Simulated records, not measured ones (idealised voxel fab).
process module | voxel self aligned contacts
cross-section cut | 265 nm wide | cells 5 nm
A cross-section is a grid of square cells, given in bands from the top down. A band is one or more rows of cells.
Each band's line starts with the height of the band's top and of its bottom, in nm. Then come its materials from left to right, each with its width in nm. One material with "throughout" fills the band from edge to edge. "air" is empty space.
Height 0 is the level under which the wafer as received is all one material. The lowest band goes on downwards, as in "0 down".
A width such as "30 to 40" changes by the same amount from each row of cells to the next, from the band's top row to its bottom row.
"no change" after a step means that no cell of the cross-section changed.
closed voids: empty space of 8 cells or more with no open way to the top, each as width x height at its distance from the left edge, in nm
after a step's settings: what the simulator itself notes on the step
overlay nm, on a step with a mask: how far to the right of its planned place the mask lay; to the left if negative
plan
1 op RECEIVE | material Si
2 op CONFORMAL_DEP | material SiO2 | thk nm 5
3 op DIRECTIONAL_DEP | material polySi | thk nm 25
4 op DIRECTIONAL_DEP | material SiN | thk nm 20
5 op PATTERN | tone cover | mask id GATE | material resist | width nm 30 | pitch nm 70 | thk nm 20 | overlay nm 0
6 op DIRECTIONAL_ETCH | etch materials SiN | depth nm 20
7 op DIRECTIONAL_ETCH | etch materials polySi | depth nm 25
8 op STRIP | etch materials resist
9 op CONFORMAL_DEP | material SiN | thk nm 10
10 op DIRECTIONAL_ETCH | etch materials SiN | depth nm 10
11 op FILL_DEP | material SiO2 | thk nm 15
12 op CMP | height nm 60
13 op MASKED_ETCH | tone open | mask id CONTACT | width nm 50 | pitch nm 70 | etch materials SiO2 | depth nm 60 | overlay nm 0
14 op CONFORMAL_DEP | material TiN | thk nm 5
15 op FILL_DEP | material Ru | thk nm 10
16 op CMP | height nm 60
17 op CONFORMAL_DEP | material SiN | thk nm 5
varied across the wafers: thk nm of step 14. The plan shows the first wafer's value. All wafers start alike
first wafer as received, after step 1
  0 down: Si throughout
  closed voids: none
first wafer at the end, after step 17
  65 to 60: SiN throughout
  60 to 50: SiO2 70 | TiN 5 to 20 | Ru 40 to 10 | TiN 5 to 20 | SiO2 20 | TiN 5 to 20 | Ru 40 to 10 | TiN 5 to 20 | SiO2 75
  50 to 30: SiO2 35 | SiN 50 | TiN 5 | Ru 10 | TiN 5 | SiN 50 | TiN 5 | Ru 10 | TiN 5 | SiN 50 | SiO2 40
  30 to 5: SiO2 35 | SiN 10 | polySi 30 | SiN 10 | TiN 5 | Ru 10 | TiN 5 | SiN 10 | polySi 30 | SiN 10 | TiN 5 | Ru 10 | TiN 5 | SiN 10 | polySi 30 | SiN 10 | SiO2 40
  5 to 0: SiO2 85 | TiN 20 | SiO2 50 | TiN 20 | SiO2 90
  0 down: Si throughout
  closed voids: none
last wafer at the end
  65 to 60: SiN throughout
  60 to 50: SiO2 70 | TiN 50 | SiO2 20 | TiN 50 | SiO2 75
  50 to 30: SiO2 35 | SiN 50 | TiN 20 | SiN 50 | TiN 20 | SiN 50 | SiO2 40
  30 to 5: SiO2 35 | SiN 10 | polySi 30 | SiN 10 | TiN 20 | SiN 10 | polySi 30 | SiN 10 | TiN 20 | SiN 10 | polySi 30 | SiN 10 | SiO2 40
  5 to 0: SiO2 85 | TiN 20 | SiO2 50 | TiN 20 | SiO2 90
  0 down: Si throughout
  closed voids: none
each wafer at the end: cells of each material gained (+) or lost (-) since it was received, then its closed voids
thk nm 5 | +56 Ru | +233 SiN | +246 SiO2 | +64 TiN | +90 polySi | closed voids: none
thk nm 10 | +233 SiN | +246 SiO2 | +120 TiN | +90 polySi | closed voids: none
thk nm 15 | +233 SiN | +246 SiO2 | +120 TiN | +90 polySi | closed voids: none
thk nm 20 | +233 SiN | +246 SiO2 | +120 TiN | +90 polySi | closed voids: none
